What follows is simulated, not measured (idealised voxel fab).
Documented hereafter: the process module known as voxel transistor to metal.
Xsec cut, 205 nm wide, square cell size 5 nm.
How to read a cross-section here: the picture is a grid of square cells, written as bands going from the top down, and any band can span one or more rows of cells.
A band entry consists of two parts. The first gives the height of the band's top and the height of its bottom, in nm. The rest lists the band's materials from left to right, each with its width in nm. A single material labelled with the word "all across" fills the band from edge to edge, and the word "air" marks empty space.
Height reference: 0 = level under which incoming wafer is all one material. Lowest band: no bottom, runs on downward, e.g. "from 0 down".
You'd read "30..40" like this: the band's top row of cells is as wide as the first number, its bottom row is as wide as the second, and going down, every row changes width by the same amount as the row before did.
Step note "nothing different" = no cross-section cell changed.
"Enclosed internal voids" - sealed voids, min. 8 cells, no opening to top; format: width x height at distance (distance from left edge; nm throughout).
after a step's settings: what the simulator itself notes on the step
Steps that use a mask can have "overlay nm" on their line. It says how far the mask sat to the right of where it was meant to be. Negative means to the left.
Below is the list of planned process steps
- 1: RECEIVE,material Si
- 2: OXIDIZE,depth nm 5
- 3: CONFORMAL_DEP,material SiN,thk nm 15
- 4: PATTERN,tone cover,mask id ACTIVE,material resist,width nm 100,thk nm 15,overlay nm 0
- 5: DIRECTIONAL_ETCH,etch materials SiN,depth nm 15
- 6: DIRECTIONAL_ETCH,etch materials SiO2,depth nm 5
- 7: DIRECTIONAL_ETCH,etch materials Si,depth nm 30
- 8: STRIP,etch materials resist
- 9: OXIDIZE,depth nm 5
- 10: FILL_DEP,material SiO2,thk nm 10
- 11: CMP,height nm 15
- 12: SELECTIVE_ETCH,etch materials SiO2,depth nm 5
- 13: STRIP,etch materials SiN
- 14: SELECTIVE_ETCH,etch materials SiO2,depth nm 5
- 15: OXIDIZE,depth nm 5
- 16: DIRECTIONAL_DEP,material polySi,thk nm 30
- 17: DIRECTIONAL_DEP,material SiCN,thk nm 15
- 18: MASKED_ETCH,tone cover,mask id GATE,width nm 20,etch materials SiCN,depth nm 25,overlay nm 0
- 19: MASKED_ETCH,tone cover,mask id GATE,width nm 20,etch materials polySi,depth nm 40,overlay nm 0
- 20: CONFORMAL_DEP,material SiN,thk nm 10
- 21: DIRECTIONAL_ETCH,etch materials SiN,depth nm 10
- 22: DIRECTIONAL_ETCH,etch materials SiO2,depth nm 5
- 23: DIRECTIONAL_ETCH,etch materials Si,depth nm 10
- 24: EPI,material SiGe,thk nm 15
- 25: FILL_DEP,material SiO2,thk nm 10
- 26: CMP,height nm 40
- 27: DIRECTIONAL_DEP,material SiO2,thk nm 10
- 28: PATTERN,tone open,mask id CONTACT,material resist,width nm 20,pitch nm 70,thk nm 15,overlay nm 0
- 29: DIRECTIONAL_ETCH,etch materials SiO2,depth nm 55
- 30: STRIP,etch materials resist
- 31: CONFORMAL_DEP,material TiN,thk nm 5
- 32: FILL_DEP,material W,thk nm 10
- 33: CMP,height nm 50
- 34: DIRECTIONAL_DEP,material TiN,thk nm 5
- 35: DIRECTIONAL_DEP,material Ru,thk nm 25
- 36: MASKED_ETCH,tone cover,mask id METAL_1,width nm 20,pitch nm 70,etch materials Ru,depth nm 25,overlay nm 0
- 37: MASKED_ETCH,tone cover,mask id METAL_1,width nm 20,pitch nm 70,etch materials TiN,depth nm 5,overlay nm 0
- 38: FILL_DEP,material SiO2,thk nm 5
- 39: CMP,height nm 80
- 40: CONFORMAL_DEP,material SiN,thk nm 5
First wafer out of two, processed as planned
Wafer as received: cross-section following step 1
	from 0 down = Si all across
	Enclosed internal voids: none
Cross-section: wafer state after step 2
	from 0 to -5 = SiO2 all across
	At heights below -5, the structure remains unaltered.
Cross-section: wafer state after step 3
	from 15 to 0 = SiN all across
	At heights below 0, the structure remains unaltered.
Cross-section: wafer state after step 4
	from 30 to 15 = air (50) | resist (100) | air (55)
	At heights below 15, the structure remains unaltered.
Cross-section: wafer state after step 5
	from 30 to 15 = air (50) | resist (100) | air (55)
	from 15 to 0 = air (50) | SiN (100) | air (55)
	At heights below 0, the structure remains unaltered.
Cross-section: wafer state after step 6
	from 30 to 15 = air (50) | resist (100) | air (55)
	from 15 to 0 = air (50) | SiN (100) | air (55)
	from 0 to -5 = air (50) | SiO2 (100) | air (55)
	At heights below -5, the structure remains unaltered.
Cross-section: wafer state after step 7
	from 30 to 15 = air (50) | resist (100) | air (55)
	from 15 to 0 = air (50) | SiN (100) | air (55)
	from 0 to -5 = air (50) | SiO2 (100) | air (55)
	from -5 to -35 = air (50) | Si (100) | air (55)
	At heights below -35, the structure remains unaltered.
Cross-section: wafer state after step 8
	from 15 to 0 = air (50) | SiN (100) | air (55)
	At heights below 0, the structure remains unaltered.
Cross-section: wafer state after step 9
	from 15 to 0 = air (50) | SiN (100) | air (55)
	from 0 to -5 = air (50) | SiO2 (100) | air (55)
	from -5 to -35 = air (50) | SiO2 (5) | Si (90) | SiO2 (5) | air (55)
	from -35 to -40 = SiO2 (55) | Si (90) | SiO2 (60)
	At heights below -40, the structure remains unaltered.
Cross-section: wafer state after step 10
	from 25 to 15 = SiO2 all across
	from 15 to 0 = SiO2 (50) | SiN (100) | SiO2 (55)
	from 0 to -5 = SiO2 all across
	from -5 to -40 = SiO2 (55) | Si (90) | SiO2 (60)
	At heights below -40, the structure remains unaltered.
Cross-section: wafer state after step 11
	from 15 to 0 = SiO2 (50) | SiN (100) | SiO2 (55)
	At heights below 0, the structure remains unaltered.
Cross-section: wafer state after step 12
	from 15 to 10 = air (50) | SiN (100) | air (55)
	At heights below 10, the structure remains unaltered.
Cross-section: wafer state after step 13
	from 10 to 0 = SiO2 (50) | air (100) | SiO2 (55)
	At heights below 0, the structure remains unaltered.
Cross-section: wafer state after step 14
	from 5 to -5 = SiO2 (45) | air (110) | SiO2 (50)
	At heights below -5, the structure remains unaltered.
Cross-section: wafer state after step 15
	from 5 to -5 = SiO2 (45) | air (110) | SiO2 (50)
	from -5 to -10 = SiO2 all across
	At heights below -10, the structure remains unaltered.
Cross-section: wafer state after step 16
	from 35 to 25 = polySi (45) | air (110) | polySi (50)
	from 25 to 5 = polySi all across
	from 5 to -5 = SiO2 (45) | polySi (110) | SiO2 (50)
	At heights below -5, the structure remains unaltered.
Cross-section: wafer state after step 17
	from 50 to 40 = SiCN (45) | air (110) | SiCN (50)
	from 40 to 35 = SiCN all across
	from 35 to 25 = polySi (45) | SiCN (110) | polySi (50)
	At heights below 25, the structure remains unaltered.
Cross-section: wafer state after step 18
	from 40 to 35 = air (90) | SiCN (20) | air (95)
	from 35 to 25 = polySi (45) | air (45) | SiCN (20) | air (45) | polySi (50)
	At heights below 25, the structure remains unaltered.
Cross-section: wafer state after step 19
	from 40 to 25 = air (90) | SiCN (20) | air (95)
	from 25 to 5 = air (90) | polySi (20) | air (95)
	from 5 to -5 = SiO2 (45) | air (45) | polySi (20) | air (45) | SiO2 (50)
	At heights below -5, the structure remains unaltered.
Cross-section: wafer state after step 20
	from 50 to 40 = air (80) | SiN (40) | air (85)
	from 40 to 25 = air (80) | SiN (10) | SiCN (20) | SiN (10) | air (85)
	from 25 to 15 = air (80) | SiN (10) | polySi (20) | SiN (10) | air (85)
	from 15 to 5 = SiN (55) | air (25) | SiN (10) | polySi (20) | SiN (10) | air (25) | SiN (60)
	from 5 to -5 = SiO2 (45) | SiN (45) | polySi (20) | SiN (45) | SiO2 (50)
	At heights below -5, the structure remains unaltered.
Cross-section: wafer state after step 21
	from 40 to 25 = air (80) | SiN (10) | SiCN (20) | SiN (10) | air (85)
	from 25 to 5 = air (80) | SiN (10) | polySi (20) | SiN (10) | air (85)
	from 5 to -5 = SiO2 (45) | SiN (10) | air (25) | SiN (10) | polySi (20) | SiN (10) | air (25) | SiN (10) | SiO2 (50)
	At heights below -5, the structure remains unaltered.
Cross-section: wafer state after step 22
	from 40 to 25 = air (80) | SiN (10) | SiCN (20) | SiN (10) | air (85)
	from 25 to 5 = air (80) | SiN (10) | polySi (20) | SiN (10) | air (85)
	from 5 to 0 = air (45) | SiN (10) | air (25) | SiN (10) | polySi (20) | SiN (10) | air (25) | SiN (10) | air (50)
	from 0 to -5 = SiO2 (45) | SiN (10) | air (25) | SiN (10) | polySi (20) | SiN (10) | air (25) | SiN (10) | SiO2 (50)
	from -5 to -10 = SiO2 (55) | air (25) | SiO2 (40) | air (25) | SiO2 (60)
	At heights below -10, the structure remains unaltered.
Cross-section: wafer state after step 23
	from 40 to 25 = air (80) | SiN (10) | SiCN (20) | SiN (10) | air (85)
	from 25 to 5 = air (80) | SiN (10) | polySi (20) | SiN (10) | air (85)
	from 5 to 0 = air (45) | SiN (10) | air (25) | SiN (10) | polySi (20) | SiN (10) | air (25) | SiN (10) | air (50)
	from 0 to -5 = SiO2 (45) | SiN (10) | air (25) | SiN (10) | polySi (20) | SiN (10) | air (25) | SiN (10) | SiO2 (50)
	from -5 to -10 = SiO2 (55) | air (25) | SiO2 (40) | air (25) | SiO2 (60)
	from -10 to -20 = SiO2 (55) | air (25) | Si (40) | air (25) | SiO2 (60)
	At heights below -20, the structure remains unaltered.
Cross-section: wafer state after step 24
	from 40 to 25 = air (80) | SiN (10) | SiCN (20) | SiN (10) | air (85)
	from 25 to 5 = air (80) | SiN (10) | polySi (20) | SiN (10) | air (85)
	from 5 to 0 = air (45) | SiN (10) | air (10) | SiGe (15) | SiN (10) | polySi (20) | SiN (10) | SiGe (15) | air (10) | SiN (10) | air (50)
	from 0 to -5 = SiO2 (45) | SiN (10) | air (10) | SiGe (15) | SiN (10) | polySi (20) | SiN (10) | SiGe (15) | air (10) | SiN (10) | SiO2 (50)
	from -5 to -10 = SiO2 (55) | SiGe (25) | SiO2 (40) | SiGe (25) | SiO2 (60)
	from -10 to -20 = SiO2 (55) | SiGe (25) | Si (40) | SiGe (25) | SiO2 (60)
	At heights below -20, the structure remains unaltered.
Cross-section: wafer state after step 25
	from 50 to 40 = SiO2 all across
	from 40 to 25 = SiO2 (80) | SiN (10) | SiCN (20) | SiN (10) | SiO2 (85)
	from 25 to 5 = SiO2 (80) | SiN (10) | polySi (20) | SiN (10) | SiO2 (85)
	from 5 to -5 = SiO2 (45) | SiN (10) | SiO2 (10) | SiGe (15) | SiN (10) | polySi (20) | SiN (10) | SiGe (15) | SiO2 (10) | SiN (10) | SiO2 (50)
	At heights below -5, the structure remains unaltered.
Cross-section: wafer state after step 26
	from 40 to 25 = SiO2 (80) | SiN (10) | SiCN (20) | SiN (10) | SiO2 (85)
	At heights below 25, the structure remains unaltered.
Cross-section: wafer state after step 27
	from 50 to 40 = SiO2 all across
	At heights below 40, the structure remains unaltered.
Cross-section: wafer state after step 28
	from 65 to 50 = resist (55) | air (20) | resist (50) | air (20) | resist (60)
	At heights below 50, the structure remains unaltered.
Cross-section: wafer state after step 29
	from 65 to 50 = resist (55) | air (20) | resist (50) | air (20) | resist (60)
	from 50 to 40 = SiO2 (55) | air (20) | SiO2 (50) | air (20) | SiO2 (60)
	from 40 to 25 = SiO2 (55) | air (20) | SiO2 (5) | SiN (10) | SiCN (20) | SiN (10) | SiO2 (5) | air (20) | SiO2 (60)
	from 25 to 5 = SiO2 (55) | air (20) | SiO2 (5) | SiN (10) | polySi (20) | SiN (10) | SiO2 (5) | air (20) | SiO2 (60)
	from 5 to -5 = SiO2 (45) | SiN (10) | air (10) | SiGe (15) | SiN (10) | polySi (20) | SiN (10) | SiGe (15) | air (10) | SiN (10) | SiO2 (50)
	At heights below -5, the structure remains unaltered.
Cross-section: wafer state after step 30
	from 50 to 40 = SiO2 (55) | air (20) | SiO2 (50) | air (20) | SiO2 (60)
	At heights below 40, the structure remains unaltered.
Cross-section: wafer state after step 31
	from 55 to 50 = TiN (60) | air (10) | TiN (60) | air (10) | TiN (65)
	from 50 to 40 = SiO2 (55) | TiN (5) | air (10) | TiN (5) | SiO2 (50) | TiN (5) | air (10) | TiN (5) | SiO2 (60)
	from 40 to 25 = SiO2 (55) | TiN (5) | air (10) | TiN (5) | SiO2 (5) | SiN (10) | SiCN (20) | SiN (10) | SiO2 (5) | TiN (5) | air (10) | TiN (5) | SiO2 (60)
	from 25 to 10 = SiO2 (55) | TiN (5) | air (10) | TiN (5) | SiO2 (5) | SiN (10) | polySi (20) | SiN (10) | SiO2 (5) | TiN (5) | air (10) | TiN (5) | SiO2 (60)
	from 10 to 5 = SiO2 (55) | TiN (20) | SiO2 (5) | SiN (10) | polySi (20) | SiN (10) | SiO2 (5) | TiN (20) | SiO2 (60)
	from 5 to -5 = SiO2 (45) | SiN (10) | TiN (10) | SiGe (15) | SiN (10) | polySi (20) | SiN (10) | SiGe (15) | TiN (10) | SiN (10) | SiO2 (50)
	At heights below -5, the structure remains unaltered.
Cross-section: wafer state after step 32
	from 65 to 55 = W all across
	from 55 to 50 = TiN (60) | W (10) | TiN (60) | W (10) | TiN (65)
	from 50 to 40 = SiO2 (55) | TiN (5) | W (10) | TiN (5) | SiO2 (50) | TiN (5) | W (10) | TiN (5) | SiO2 (60)
	from 40 to 25 = SiO2 (55) | TiN (5) | W (10) | TiN (5) | SiO2 (5) | SiN (10) | SiCN (20) | SiN (10) | SiO2 (5) | TiN (5) | W (10) | TiN (5) | SiO2 (60)
	from 25 to 10 = SiO2 (55) | TiN (5) | W (10) | TiN (5) | SiO2 (5) | SiN (10) | polySi (20) | SiN (10) | SiO2 (5) | TiN (5) | W (10) | TiN (5) | SiO2 (60)
	At heights below 10, the structure remains unaltered.
Cross-section: wafer state after step 33
	from 50 to 40 = SiO2 (55) | TiN (5) | W (10) | TiN (5) | SiO2 (50) | TiN (5) | W (10) | TiN (5) | SiO2 (60)
	At heights below 40, the structure remains unaltered.
Cross-section: wafer state after step 34
	from 55 to 50 = TiN all across
	At heights below 50, the structure remains unaltered.
Cross-section: wafer state after step 35
	from 80 to 55 = Ru all across
	At heights below 55, the structure remains unaltered.
Cross-section: wafer state after step 36
	from 80 to 55 = air (55) | Ru (20) | air (50) | Ru (20) | air (60)
	At heights below 55, the structure remains unaltered.
Cross-section: wafer state after step 37
	from 80 to 55 = air (55) | Ru (20) | air (50) | Ru (20) | air (60)
	from 55 to 50 = air (55) | TiN (20) | air (50) | TiN (20) | air (60)
	At heights below 50, the structure remains unaltered.
Cross-section: wafer state after step 38
	from 85 to 80 = SiO2 all across
	from 80 to 55 = SiO2 (55) | Ru (20) | SiO2 (50) | Ru (20) | SiO2 (60)
	from 55 to 50 = SiO2 (55) | TiN (20) | SiO2 (50) | TiN (20) | SiO2 (60)
	At heights below 50, the structure remains unaltered.
Cross-section: wafer state after step 39
	from 80 to 55 = SiO2 (55) | Ru (20) | SiO2 (50) | Ru (20) | SiO2 (60)
	At heights below 55, the structure remains unaltered.
Cross-section: wafer state after step 40
	from 85 to 80 = SiN all across
	At heights below 80, the structure remains unaltered.
Okay, second wafer. Nothing different at the start, nothing different in the plan, just one mistake somewhere in the running. As far as step 23, counting that step, it's the first wafer all over again
Cross-section of the second wafer at the time step 24 of the plan should have ended
	from 40 to 25 = air (80) | SiN (10) | SiCN (20) | SiN (10) | air (85)
	from 25 to 20 = air (80) | SiN (10) | polySi (20) | SiN (10) | air (85)
	from 20 to 5 = air (50) | SiGe (30) | SiN (10) | polySi (20) | SiN (10) | SiGe (30) | air (55)
	from 5 to 0 = air (45) | SiN (10) | SiGe (25) | SiN (10) | polySi (20) | SiN (10) | SiGe (25) | SiN (10) | air (50)
	from 0 to -5 = SiO2 (45) | SiN (10) | SiGe (25) | SiN (10) | polySi (20) | SiN (10) | SiGe (25) | SiN (10) | SiO2 (50)
	from -5 to -10 = SiO2 (55) | SiGe (25) | SiO2 (40) | SiGe (25) | SiO2 (60)
	from -10 to -20 = SiO2 (55) | SiGe (25) | Si (40) | SiGe (25) | SiO2 (60)
	At heights below -20, the structure remains unaltered.
Cross-section of the second wafer at the time step 25 of the plan should have ended
	from 50 to 40 = SiO2 all across
	from 40 to 25 = SiO2 (80) | SiN (10) | SiCN (20) | SiN (10) | SiO2 (85)
	from 25 to 20 = SiO2 (80) | SiN (10) | polySi (20) | SiN (10) | SiO2 (85)
	from 20 to 5 = SiO2 (50) | SiGe (30) | SiN (10) | polySi (20) | SiN (10) | SiGe (30) | SiO2 (55)
	from 5 to -5 = SiO2 (45) | SiN (10) | SiGe (25) | SiN (10) | polySi (20) | SiN (10) | SiGe (25) | SiN (10) | SiO2 (50)
	At heights below -5, the structure remains unaltered.
Cross-section of the second wafer at the time step 26 of the plan should have ended
	from 40 to 25 = SiO2 (80) | SiN (10) | SiCN (20) | SiN (10) | SiO2 (85)
	At heights below 25, the structure remains unaltered.
Cross-section of the second wafer at the time step 27 of the plan should have ended
	from 50 to 40 = SiO2 all across
	At heights below 40, the structure remains unaltered.
Cross-section of the second wafer at the time step 28 of the plan should have ended
	from 65 to 50 = resist (55) | air (20) | resist (50) | air (20) | resist (60)
	At heights below 50, the structure remains unaltered.
Cross-section of the second wafer at the time step 29 of the plan should have ended
	from 65 to 50 = resist (55) | air (20) | resist (50) | air (20) | resist (60)
	from 50 to 40 = SiO2 (55) | air (20) | SiO2 (50) | air (20) | SiO2 (60)
	from 40 to 25 = SiO2 (55) | air (20) | SiO2 (5) | SiN (10) | SiCN (20) | SiN (10) | SiO2 (5) | air (20) | SiO2 (60)
	from 25 to 20 = SiO2 (55) | air (20) | SiO2 (5) | SiN (10) | polySi (20) | SiN (10) | SiO2 (5) | air (20) | SiO2 (60)
	At heights below 20, the structure remains unaltered.
Cross-section of the second wafer at the time step 30 of the plan should have ended
	from 50 to 40 = SiO2 (55) | air (20) | SiO2 (50) | air (20) | SiO2 (60)
	At heights below 40, the structure remains unaltered.
Cross-section of the second wafer at the time step 31 of the plan should have ended
	from 55 to 50 = TiN (60) | air (10) | TiN (60) | air (10) | TiN (65)
	from 50 to 40 = SiO2 (55) | TiN (5) | air (10) | TiN (5) | SiO2 (50) | TiN (5) | air (10) | TiN (5) | SiO2 (60)
	from 40 to 25 = SiO2 (55) | TiN (5) | air (10) | TiN (5) | SiO2 (5) | SiN (10) | SiCN (20) | SiN (10) | SiO2 (5) | TiN (5) | air (10) | TiN (5) | SiO2 (60)
	from 25 to 20 = SiO2 (55) | TiN (20) | SiO2 (5) | SiN (10) | polySi (20) | SiN (10) | SiO2 (5) | TiN (20) | SiO2 (60)
	At heights below 20, the structure remains unaltered.
Cross-section of the second wafer at the time step 32 of the plan should have ended
	from 65 to 55 = W all across
	from 55 to 50 = TiN (60) | W (10) | TiN (60) | W (10) | TiN (65)
	from 50 to 40 = SiO2 (55) | TiN (5) | W (10) | TiN (5) | SiO2 (50) | TiN (5) | W (10) | TiN (5) | SiO2 (60)
	from 40 to 25 = SiO2 (55) | TiN (5) | W (10) | TiN (5) | SiO2 (5) | SiN (10) | SiCN (20) | SiN (10) | SiO2 (5) | TiN (5) | W (10) | TiN (5) | SiO2 (60)
	At heights below 25, the structure remains unaltered.
Cross-section of the second wafer at the time step 33 of the plan should have ended
	from 50 to 40 = SiO2 (55) | TiN (5) | W (10) | TiN (5) | SiO2 (50) | TiN (5) | W (10) | TiN (5) | SiO2 (60)
	At heights below 40, the structure remains unaltered.
Cross-section of the second wafer at the time step 34 of the plan should have ended
	from 55 to 50 = TiN all across
	At heights below 50, the structure remains unaltered.
Cross-section of the second wafer at the time step 35 of the plan should have ended
	from 80 to 55 = Ru all across
	At heights below 55, the structure remains unaltered.
Cross-section of the second wafer at the time step 36 of the plan should have ended
	from 80 to 55 = air (55) | Ru (20) | air (50) | Ru (20) | air (60)
	At heights below 55, the structure remains unaltered.
Cross-section of the second wafer at the time step 37 of the plan should have ended
	from 80 to 55 = air (55) | Ru (20) | air (50) | Ru (20) | air (60)
	from 55 to 50 = air (55) | TiN (20) | air (50) | TiN (20) | air (60)
	At heights below 50, the structure remains unaltered.
Cross-section of the second wafer at the time step 38 of the plan should have ended
	from 85 to 80 = SiO2 all across
	from 80 to 55 = SiO2 (55) | Ru (20) | SiO2 (50) | Ru (20) | SiO2 (60)
	from 55 to 50 = SiO2 (55) | TiN (20) | SiO2 (50) | TiN (20) | SiO2 (60)
	At heights below 50, the structure remains unaltered.
Cross-section of the second wafer at the time step 39 of the plan should have ended
	from 80 to 55 = SiO2 (55) | Ru (20) | SiO2 (50) | Ru (20) | SiO2 (60)
	At heights below 55, the structure remains unaltered.
Cross-section of the second wafer at the time step 40 of the plan should have ended
	from 85 to 80 = SiN all across
	At heights below 80, the structure remains unaltered.
The plan and the run diverged here: step 24, plan: ran twice
Final cells, second wafer relative to first, materials higher or lower: 44 more of SiGe; 12 fewer of SiO2; 20 fewer of TiN; 12 fewer of W
